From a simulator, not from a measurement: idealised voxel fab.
Title: Process Module voxel released beams
In the cross-section labelled cut, the width is 200 nm and each square cell is 5 nm.
Bands, listed from the top down, are how a cross-section gets written in this document; the cross-section itself is a grid of square cells, and a band is one or more rows of them. Per band: top height and bottom height in nm, followed by the left-to-right materials and their widths in nm; "all across" marks a single material spanning edge to edge, "empty" marks empty space. The reference from which all heights are counted is 0, the level beneath which the as-received wafer is entirely one material; the lowest band, having no lower bound, proceeds downward and is written after the example "0 down". Per-row width for "30..40": begins at first number (top row of band), ends at second number (bottom row), increment between rows held constant. "no change" for a step: no cell of the cross-section changed in that step. For the entry "Trapped void list", the listed items are empty spaces with no open way to the top whose size is 8 cells or more; each item follows the pattern width x height at distance, where distance is from the left edge and all three are in nm. Past the settings on a step's line: simulator remark, on that step. On any step carrying a mask, the "overlay nm" setting, if present on the step's line, tells how far right of its planned place the mask lay; negative values point to the left. Note: before/after cross-section pairs follow, one process step per pair, after-side truncated at the lowest changed band, step and settings given beneath. Different runs of this module on the same starting wafer may supply the pairs; a pair continues the one above only where the "Ex-ante state" entry says so.
Ex-ante state
- 0 down  Si all across
- Trapped void list: none
Sectional Result
- 5 to 0  Al2O3 all across
- Below 0, no change.
- Trapped void list: none
Applied between the two views above: CONFORMAL_DEP, material Al2O3, thk nm 5
Ex-ante state: we pick up right where the pair above leaves off, with its after cross-section.
Sectional Result
- 20 to 5  SiO2 all across
- Below 5, no change.
- Trapped void list: none
Applied between the two views above: DIRECTIONAL_DEP, material SiO2, thk nm 15
Ex-ante state: we pick up right where the pair above leaves off, with its after cross-section.
Sectional Result
- 30 to 20  aC all across
- Below 20, no change.
- Trapped void list: none
Applied between the two views above: DIRECTIONAL_DEP, material aC, thk nm 10
Ex-ante state: we pick up right where the pair above leaves off, with its after cross-section.
Sectional Result
- 60 to 30  65 of resist | 25 of empty | 110 of resist
- Below 30, no change.
- Trapped void list: none
Applied between the two views above: PATTERN, tone open, mask id ANCHOR, material resist, width nm 25, thk nm 30, overlay nm 0
Ex-ante state: we pick up right where the pair above leaves off, with its after cross-section.
Sectional Result
- 50 to 30  65 of resist | 25 of empty | 110 of resist
- 30 to 20  65 of aC | 25 of empty | 110 of aC
- Below 20, no change.
- Trapped void list: none
Applied between the two views above: DIRECTIONAL_ETCH, etch materials aC, depth nm 10
Ex-ante state: we pick up right where the pair above leaves off, with its after cross-section.
Sectional Result
- 30 to 20  65 of aC | 25 of empty | 110 of aC
- Below 20, no change.
- Trapped void list: none
Applied between the two views above: STRIP, etch materials resist
Ex-ante state: we pick up right where the pair above leaves off, with its after cross-section.
Sectional Result
- 30 to 20  65 of aC | 25 of empty | 110 of aC
- 20 to 5  65 of SiO2 | 25 of empty | 110 of SiO2
- Below 5, no change.
- Trapped void list: none
Applied between the two views above: DIRECTIONAL_ETCH, etch materials SiO2, depth nm 15
Ex-ante state: we pick up right where the pair above leaves off, with its after cross-section.
Sectional Result
- 20 to 5  65 of SiO2 | 25 of empty | 110 of SiO2
- Below 5, no change.
- Trapped void list: none
Applied between the two views above: STRIP, etch materials aC
Ex-ante state: we pick up right where the pair above leaves off, with its after cross-section.
Sectional Result
- 30 to 20  75 of W | 5 of empty | 120 of W
- 20 to 15  65 of SiO2 | 10 of W | 5 of empty | 10 of W | 110 of SiO2
- 15 to 5  65 of SiO2 | 25 of W | 110 of SiO2
- Below 5, no change.
- Trapped void list: none
Applied between the two views above: CONFORMAL_DEP, material W, thk nm 10
Ex-ante state: we pick up right where the pair above leaves off, with its after cross-section.
Sectional Result
- 45 to 30  60 of empty | 70 of resist | 70 of empty
- 30 to 20  75 of W | 5 of resist | 120 of W
- 20 to 15  65 of SiO2 | 10 of W | 5 of resist | 10 of W | 110 of SiO2
- Below 15, no change.
- Trapped void list: none
Applied between the two views above: PATTERN, tone cover, mask id BEAM, material resist, width nm 70, thk nm 15, overlay nm 0
Ex-ante state: we pick up right where the pair above leaves off, with its after cross-section.
Sectional Result
- 45 to 30  60 of empty | 70 of resist | 70 of empty
- 30 to 20  60 of empty | 15 of W | 5 of resist | 50 of W | 70 of empty
- Below 20, no change.
- Trapped void list: none
Applied between the two views above: DIRECTIONAL_ETCH, etch materials W, depth nm 10
Ex-ante state: we pick up right where the pair above leaves off, with its after cross-section.
Sectional Result
- 30 to 20  60 of empty | 15 of W | 5 of empty | 50 of W | 70 of empty
- 20 to 15  65 of SiO2 | 10 of W | 5 of empty | 10 of W | 110 of SiO2
- Below 15, no change.
- Trapped void list: none
Applied between the two views above: STRIP, etch materials resist
Ex-ante state: we pick up right where the pair above leaves off, with its after cross-section.
Sectional Result
- 30 to 20  60 of empty | 15 of W | 5 of empty | 50 of W | 70 of empty
- 20 to 15  65 of empty | 10 of W | 5 of empty | 10 of W | 110 of empty
- 15 to 5  65 of empty | 25 of W | 110 of empty
- Below 5, no change.
- Trapped void list: none
Applied between the two views above: STRIP, etch materials SiO2
Ex-ante state
- 0 down  Si all across
- Trapped void list: none
Sectional Result
- 15 to 0  SiO2 all across
- Below 0, no change.
- Trapped void list: none
Applied between the two views above: DIRECTIONAL_DEP, material SiO2, thk nm 15
Ex-ante state: we pick up right where the pair above leaves off, with its after cross-section.
Sectional Result
- 25 to 15  aC all across
- Below 15, no change.
- Trapped void list: none
Applied between the two views above: DIRECTIONAL_DEP, material aC, thk nm 10
Ex-ante state: we pick up right where the pair above leaves off, with its after cross-section.
Sectional Result
- 55 to 25  65 of resist | 25 of empty | 110 of resist
- Below 25, no change.
- Trapped void list: none
Applied between the two views above: PATTERN, tone open, mask id ANCHOR, material resist, width nm 25, thk nm 30, overlay nm 0
Ex-ante state: we pick up right where the pair above leaves off, with its after cross-section.
Sectional Result
- 45 to 25  65 of resist | 25 of empty | 110 of resist
- 25 to 15  65 of aC | 25 of empty | 110 of aC
- Below 15, no change.
- Trapped void list: none
Applied between the two views above: DIRECTIONAL_ETCH, etch materials aC, depth nm 10
Ex-ante state: we pick up right where the pair above leaves off, with its after cross-section.
Sectional Result
- 25 to 15  65 of aC | 25 of empty | 110 of aC
- Below 15, no change.
- Trapped void list: none
Applied between the two views above: STRIP, etch materials resist
Ex-ante state: we pick up right where the pair above leaves off, with its after cross-section.
Sectional Result
- 25 to 15  65 of aC | 25 of empty | 110 of aC
- 15 to 0  65 of SiO2 | 25 of empty | 110 of SiO2
- Below 0, no change.
- Trapped void list: none
Applied between the two views above: DIRECTIONAL_ETCH, etch materials SiO2, depth nm 15
Ex-ante state: we pick up right where the pair above leaves off, with its after cross-section.
Sectional Result
- 15 to 0  65 of SiO2 | 25 of empty | 110 of SiO2
- Below 0, no change.
- Trapped void list: none
Applied between the two views above: STRIP, etch materials aC
Ex-ante state: we pick up right where the pair above leaves off, with its after cross-section.
Sectional Result
- 25 to 15  75 of W | 5 of empty | 120 of W
- 15 to 10  65 of SiO2 | 10 of W | 5 of empty | 10 of W | 110 of SiO2
- 10 to 0  65 of SiO2 | 25 of W | 110 of SiO2
- Below 0, no change.
- Trapped void list: none
Applied between the two views above: CONFORMAL_DEP, material W, thk nm 10
Ex-ante state: we pick up right where the pair above leaves off, with its after cross-section.
Sectional Result
- 40 to 25  60 of empty | 70 of resist | 70 of empty
- 25 to 15  75 of W | 5 of resist | 120 of W
- 15 to 10  65 of SiO2 | 10 of W | 5 of resist | 10 of W | 110 of SiO2
- Below 10, no change.
- Trapped void list: none
Applied between the two views above: PATTERN, tone cover, mask id BEAM, material resist, width nm 70, thk nm 15, overlay nm 0
Ex-ante state: we pick up right where the pair above leaves off, with its after cross-section.
Sectional Result
- 40 to 25  60 of empty | 70 of resist | 70 of empty
- 25 to 15  60 of empty | 15 of W | 5 of resist | 50 of W | 70 of empty
- Below 15, no change.
- Trapped void list: none
Applied between the two views above: DIRECTIONAL_ETCH, etch materials W, depth nm 10
Ex-ante state: we pick up right where the pair above leaves off, with its after cross-section.
Sectional Result
- 25 to 15  60 of empty | 15 of W | 5 of empty | 50 of W | 70 of empty
- 15 to 10  65 of SiO2 | 10 of W | 5 of empty | 10 of W | 110 of SiO2
- Below 10, no change.
- Trapped void list: none
Applied between the two views above: STRIP, etch materials resist
Ex-ante state: we pick up right where the pair above leaves off, with its after cross-section.
Sectional Result
- 25 to 15  60 of empty | 15 of W | 5 of empty | 50 of W | 70 of empty
- 15 to 10  65 of empty | 10 of W | 5 of empty | 10 of W | 110 of empty
- 10 to 0  65 of empty | 25 of W | 110 of empty
- Below 0, no change.
- Trapped void list: none
Applied between the two views above: STRIP, etch materials SiO2
Ex-ante state
- 15 to 0  SiO2 all across
- 0 down  Si all across
- Trapped void list: none
Sectional Result
- 20 to 15  Al2O3 all across
- Below 15, no change.
- Trapped void list: none
Applied between the two views above: CONFORMAL_DEP, material Al2O3, thk nm 5
Ex-ante state: we pick up right where the pair above leaves off, with its after cross-section.
Sectional Result
- 30 to 20  aC all across
- Below 20, no change.
- Trapped void list: none
Applied between the two views above: DIRECTIONAL_DEP, material aC, thk nm 10
Ex-ante state: we pick up right where the pair above leaves off, with its after cross-section.
Sectional Result
- 60 to 30  65 of resist | 25 of empty | 110 of resist
- Below 30, no change.
- Trapped void list: none
Applied between the two views above: PATTERN, tone open, mask id ANCHOR, material resist, width nm 25, thk nm 30, overlay nm 0
Ex-ante state: we pick up right where the pair above leaves off, with its after cross-section.
Sectional Result
- 50 to 30  65 of resist | 25 of empty | 110 of resist
- 30 to 20  65 of aC | 25 of empty | 110 of aC
- Below 20, no change.
- Trapped void list: none
Applied between the two views above: DIRECTIONAL_ETCH, etch materials aC, depth nm 10
Ex-ante state: we pick up right where the pair above leaves off, with its after cross-section.
Sectional Result
- 30 to 20  65 of aC | 25 of empty | 110 of aC
- Below 20, no change.
- Trapped void list: none
Applied between the two views above: STRIP, etch materials resist
Ex-ante state: we pick up right where the pair above leaves off, with its after cross-section.
Sectional Result
- 20 to 15  Al2O3 all across
- Below 15, no change.
- Trapped void list: none
Applied between the two views above: STRIP, etch materials aC
Ex-ante state: we pick up right where the pair above leaves off, with its after cross-section.
Sectional Result
- 30 to 20  W all across
- Below 20, no change.
- Trapped void list: none
Applied between the two views above: CONFORMAL_DEP, material W, thk nm 10
Ex-ante state: we pick up right where the pair above leaves off, with its after cross-section.
Sectional Result
- 45 to 30  60 of empty | 70 of resist | 70 of empty
- Below 30, no change.
- Trapped void list: none
Applied between the two views above: PATTERN, tone cover, mask id BEAM, material resist, width nm 70, thk nm 15, overlay nm 0
Ex-ante state: we pick up right where the pair above leaves off, with its after cross-section.
Sectional Result
- 45 to 30  60 of empty | 70 of resist | 70 of empty
- 30 to 20  60 of empty | 70 of W | 70 of empty
- Below 20, no change.
- Trapped void list: none
Applied between the two views above: DIRECTIONAL_ETCH, etch materials W, depth nm 10
Ex-ante state: we pick up right where the pair above leaves off, with its after cross-section.
Sectional Result
- 30 to 20  60 of empty | 70 of W | 70 of empty
- Below 20, no change.
- Trapped void list: none
Applied between the two views above: STRIP, etch materials resist
Ex-ante state
- 20 to 5  65 of SiO2 | 25 of empty | 110 of SiO2
- 5 to 0  Al2O3 all across
- 0 down  Si all across
- Trapped void list: none
Sectional Result
- 25 to 20  70 of W | 15 of empty | 115 of W
- 20 to 10  65 of SiO2 | 5 of W | 15 of empty | 5 of W | 110 of SiO2
- 10 to 5  65 of SiO2 | 25 of W | 110 of SiO2
- Below 5, no change.
- Trapped void list: none
Applied between the two views above: CONFORMAL_DEP, material W, thk nm 5
Ex-ante state: we pick up right where the pair above leaves off, with its after cross-section.
Sectional Result
- 40 to 25  60 of empty | 70 of resist | 70 of empty
- 25 to 20  70 of W | 15 of resist | 115 of W
- 20 to 10  65 of SiO2 | 5 of W | 15 of resist | 5 of W | 110 of SiO2
- Below 10, no change.
- Trapped void list: none
Applied between the two views above: PATTERN, tone cover, mask id BEAM, material resist, width nm 70, thk nm 15, overlay nm 0
Ex-ante state: we pick up right where the pair above leaves off, with its after cross-section.
Sectional Result
- 40 to 25  60 of empty | 70 of resist | 70 of empty
- 25 to 20  60 of empty | 10 of W | 15 of resist | 45 of W | 70 of empty
- Below 20, no change.
- Trapped void list: none
Applied between the two views above: DIRECTIONAL_ETCH, etch materials W, depth nm 10
Ex-ante state: we pick up right where the pair above leaves off, with its after cross-section.
Sectional Result
- 25 to 20  60 of empty | 10 of W | 15 of empty | 45 of W | 70 of empty
- 20 to 10  65 of SiO2 | 5 of W | 15 of empty | 5 of W | 110 of SiO2
- Below 10, no change.
- Trapped void list: none
Applied between the two views above: STRIP, etch materials resist
Ex-ante state: we pick up right where the pair above leaves off, with its after cross-section.
Sectional Result
- 25 to 20  60 of empty | 10 of W | 15 of empty | 45 of W | 70 of empty
- 20 to 10  65 of empty | 5 of W | 15 of empty | 5 of W | 110 of empty
- 10 to 5  65 of empty | 25 of W | 110 of empty
- Below 5, no change.
- Trapped void list: none
Applied between the two views above: STRIP, etch materials SiO2
Ex-ante state
- 30 to 20  75 of W | 5 of empty | 120 of W
- 20 to 15  65 of SiO2 | 10 of W | 5 of empty | 10 of W | 110 of SiO2
- 15 to 5  65 of SiO2 | 25 of W | 110 of SiO2
- 5 to 0  Al2O3 all across
- 0 down  Si all across
- Trapped void list: none
Sectional Result
- 45 to 30  65 of empty | 60 of resist | 75 of empty
- 30 to 20  75 of W | 5 of resist | 120 of W
- 20 to 15  65 of SiO2 | 10 of W | 5 of resist | 10 of W | 110 of SiO2
- Below 15, no change.
- Trapped void list: none
Applied between the two views above: PATTERN, tone cover, mask id BEAM, material resist, width nm 60, thk nm 15, overlay nm 0
Ex-ante state: we pick up right where the pair above leaves off, with its after cross-section.
Sectional Result
- 45 to 30  65 of empty | 60 of resist | 75 of empty
- 30 to 20  65 of empty | 10 of W | 5 of resist | 45 of W | 75 of empty
- Below 20, no change.
- Trapped void list: none
Applied between the two views above: DIRECTIONAL_ETCH, etch materials W, depth nm 10
Ex-ante state: we pick up right where the pair above leaves off, with its after cross-section.
Sectional Result
- 30 to 20  65 of empty | 10 of W | 5 of empty | 45 of W | 75 of empty
- 20 to 15  65 of SiO2 | 10 of W | 5 of empty | 10 of W | 110 of SiO2
- Below 15, no change.
- Trapped void list: none
Applied between the two views above: STRIP, etch materials resist
Ex-ante state: we pick up right where the pair above leaves off, with its after cross-section.
Sectional Result
- 30 to 20  65 of empty | 10 of W | 5 of empty | 45 of W | 75 of empty
- 20 to 15  65 of empty | 10 of W | 5 of empty | 10 of W | 110 of empty
- 15 to 5  65 of empty | 25 of W | 110 of empty
- Below 5, no change.
- Trapped void list: none
Applied between the two views above: STRIP, etch materials SiO2
Ex-ante state
- 30 to 20  aC all across
- 20 to 5  SiO2 all across
- 5 to 0  Al2O3 all across
- 0 down  Si all across
- Trapped void list: none
Sectional Result
- 60 to 30  70 of resist | 25 of empty | 105 of resist
- Below 30, no change.
- Trapped void list: none
Applied between the two views above: PATTERN, tone open, mask id ANCHOR, material resist, width nm 25, thk nm 30, overlay nm 5
Ex-ante state: we pick up right where the pair above leaves off, with its after cross-section.
Sectional Result
- 50 to 30  70 of resist | 25 of empty | 105 of resist
- 30 to 20  70 of aC | 25 of empty | 105 of aC
- Below 20, no change.
- Trapped void list: none
Applied between the two views above: DIRECTIONAL_ETCH, etch materials aC, depth nm 10
Ex-ante state: we pick up right where the pair above leaves off, with its after cross-section.
Sectional Result
- 30 to 20  70 of aC | 25 of empty | 105 of aC
- Below 20, no change.
- Trapped void list: none
Applied between the two views above: STRIP, etch materials resist
Ex-ante state: we pick up right where the pair above leaves off, with its after cross-section.
Sectional Result
- 30 to 20  70 of aC | 25 of empty | 105 of aC
- 20 to 5  70 of SiO2 | 25 of empty | 105 of SiO2
- Below 5, no change.
- Trapped void list: none
Applied between the two views above: DIRECTIONAL_ETCH, etch materials SiO2, depth nm 15
Ex-ante state: we pick up right where the pair above leaves off, with its after cross-section.
Sectional Result
- 20 to 5  70 of SiO2 | 25 of empty | 105 of SiO2
- Below 5, no change.
- Trapped void list: none
Applied between the two views above: STRIP, etch materials aC
Ex-ante state: we pick up right where the pair above leaves off, with its after cross-section.
Sectional Result
- 30 to 20  80 of W | 5 of empty | 115 of W
- 20 to 15  70 of SiO2 | 10 of W | 5 of empty | 10 of W | 105 of SiO2
- 15 to 5  70 of SiO2 | 25 of W | 105 of SiO2
- Below 5, no change.
- Trapped void list: none
Applied between the two views above: CONFORMAL_DEP, material W, thk nm 10
Ex-ante state: we pick up right where the pair above leaves off, with its after cross-section.
Sectional Result
- 45 to 30  60 of empty | 70 of resist | 70 of empty
- 30 to 20  80 of W | 5 of resist | 115 of W
- 20 to 15  70 of SiO2 | 10 of W | 5 of resist | 10 of W | 105 of SiO2
- Below 15, no change.
- Trapped void list: none
Applied between the two views above: PATTERN, tone cover, mask id BEAM, material resist, width nm 70, thk nm 15, overlay nm 0
Ex-ante state: we pick up right where the pair above leaves off, with its after cross-section.
Sectional Result
- 45 to 30  60 of empty | 70 of resist | 70 of empty
- 30 to 20  60 of empty | 20 of W | 5 of resist | 45 of W | 70 of empty
- Below 20, no change.
- Trapped void list: none
Applied between the two views above: DIRECTIONAL_ETCH, etch materials W, depth nm 10
Ex-ante state: we pick up right where the pair above leaves off, with its after cross-section.
Sectional Result
- 30 to 20  60 of empty | 20 of W | 5 of empty | 45 of W | 70 of empty
- 20 to 15  70 of SiO2 | 10 of W | 5 of empty | 10 of W | 105 of SiO2
- Below 15, no change.
- Trapped void list: none
Applied between the two views above: STRIP, etch materials resist
Ex-ante state: we pick up right where the pair above leaves off, with its after cross-section.
Sectional Result
- 30 to 20  60 of empty | 20 of W | 5 of empty | 45 of W | 70 of empty
- 20 to 15  70 of empty | 10 of W | 5 of empty | 10 of W | 105 of empty
- 15 to 5  70 of empty | 25 of W | 105 of empty
- Below 5, no change.
- Trapped void list: none
Applied between the two views above: STRIP, etch materials SiO2
Ex-ante state
- 30 to 20  65 of aC | 25 of empty | 110 of aC
- 20 to 5  65 of SiO2 | 25 of empty | 110 of SiO2
- 5 to 0  Al2O3 all across
- 0 down  Si all across
- Trapped void list: none
Sectional Result
- 0 down  Si all across
- Trapped void list: none
Applied between the two views above: STRIP, etch materials Al2O3
Ex-ante state: we pick up right where the pair above leaves off, with its after cross-section.
Sectional Result
- 10 to 0  W all across
- Below 0, no change.
- Trapped void list: none
Applied between the two views above: CONFORMAL_DEP, material W, thk nm 10
Ex-ante state: we pick up right where the pair above leaves off, with its after cross-section.
Sectional Result
- 25 to 10  60 of empty | 70 of resist | 70 of empty
- Below 10, no change.
- Trapped void list: none
Applied between the two views above: PATTERN, tone cover, mask id BEAM, material resist, width nm 70, thk nm 15, overlay nm 0
Ex-ante state: we pick up right where the pair above leaves off, with its after cross-section.
Sectional Result
- 25 to 10  60 of empty | 70 of resist | 70 of empty
- 10 to 0  60 of empty | 70 of W | 70 of empty
- Below 0, no change.
- Trapped void list: none
Applied between the two views above: DIRECTIONAL_ETCH, etch materials W, depth nm 10
Ex-ante state: we pick up right where the pair above leaves off, with its after cross-section.
Sectional Result
- 10 to 0  60 of empty | 70 of W | 70 of empty
- Below 0, no change.
- Trapped void list: none
Applied between the two views above: STRIP, etch materials resist
Ex-ante state
- 30 to 20  aC all across
- 20 to 5  SiO2 all across
- 5 to 0  Al2O3 all across
- 0 down  Si all across
- Trapped void list: none
Sectional Result
- 60 to 30  65 of empty | 25 of resist | 110 of empty
- Below 30, no change.
- Trapped void list: none
Applied between the two views above: PATTERN, tone cover, mask id ANCHOR, material resist, width nm 25, thk nm 30, overlay nm 0
Ex-ante state: we pick up right where the pair above leaves off, with its after cross-section.
Sectional Result
- 50 to 30  65 of empty | 25 of resist | 110 of empty
- 30 to 20  65 of empty | 25 of aC | 110 of empty
- Below 20, no change.
- Trapped void list: none
Applied between the two views above: DIRECTIONAL_ETCH, etch materials aC, depth nm 10
Ex-ante state: we pick up right where the pair above leaves off, with its after cross-section.
Sectional Result
- 30 to 20  65 of empty | 25 of aC | 110 of empty
- Below 20, no change.
- Trapped void list: none
Applied between the two views above: STRIP, etch materials resist
Ex-ante state: we pick up right where the pair above leaves off, with its after cross-section.
Sectional Result
- 30 to 20  65 of empty | 25 of aC | 110 of empty
- 20 to 5  65 of empty | 25 of SiO2 | 110 of empty
- Below 5, no change.
- Trapped void list: none
Applied between the two views above: DIRECTIONAL_ETCH, etch materials SiO2, depth nm 15
Ex-ante state: we pick up right where the pair above leaves off, with its after cross-section.
Sectional Result
- 20 to 5  65 of empty | 25 of SiO2 | 110 of empty
- Below 5, no change.
- Trapped void list: none
Applied between the two views above: STRIP, etch materials aC
Ex-ante state: we pick up right where the pair above leaves off, with its after cross-section.
Sectional Result
- 30 to 20  55 of empty | 45 of W | 100 of empty
- 20 to 15  55 of empty | 10 of W | 25 of SiO2 | 10 of W | 100 of empty
- 15 to 5  65 of W | 25 of SiO2 | 110 of W
- Below 5, no change.
- Trapped void list: none
Applied between the two views above: CONFORMAL_DEP, material W, thk nm 10
Ex-ante state: we pick up right where the pair above leaves off, with its after cross-section.
Sectional Result
- 45 to 30  60 of empty | 70 of resist | 70 of empty
- 30 to 20  55 of empty | 45 of W | 30 of resist | 70 of empty
- 20 to 15  55 of empty | 10 of W | 25 of SiO2 | 10 of W | 30 of resist | 70 of empty
- Below 15, no change.
- Trapped void list: none
Applied between the two views above: PATTERN, tone cover, mask id BEAM, material resist, width nm 70, thk nm 15, overlay nm 0
Ex-ante state: we pick up right where the pair above leaves off, with its after cross-section.
Sectional Result
- 45 to 30  60 of empty | 70 of resist | 70 of empty
- 30 to 20  60 of empty | 40 of W | 30 of resist | 70 of empty
- 20 to 15  55 of empty | 10 of W | 25 of SiO2 | 10 of W | 30 of resist | 70 of empty
- 15 to 5  55 of empty | 10 of W | 25 of SiO2 | 40 of W | 70 of empty
- Below 5, no change.
- Trapped void list: none
Applied between the two views above: DIRECTIONAL_ETCH, etch materials W, depth nm 10
Ex-ante state: we pick up right where the pair above leaves off, with its after cross-section.
Sectional Result
- 30 to 20  60 of empty | 40 of W | 100 of empty
- 20 to 15  55 of empty | 10 of W | 25 of SiO2 | 10 of W | 100 of empty
- Below 15, no change.
- Trapped void list: none
Applied between the two views above: STRIP, etch materials resist
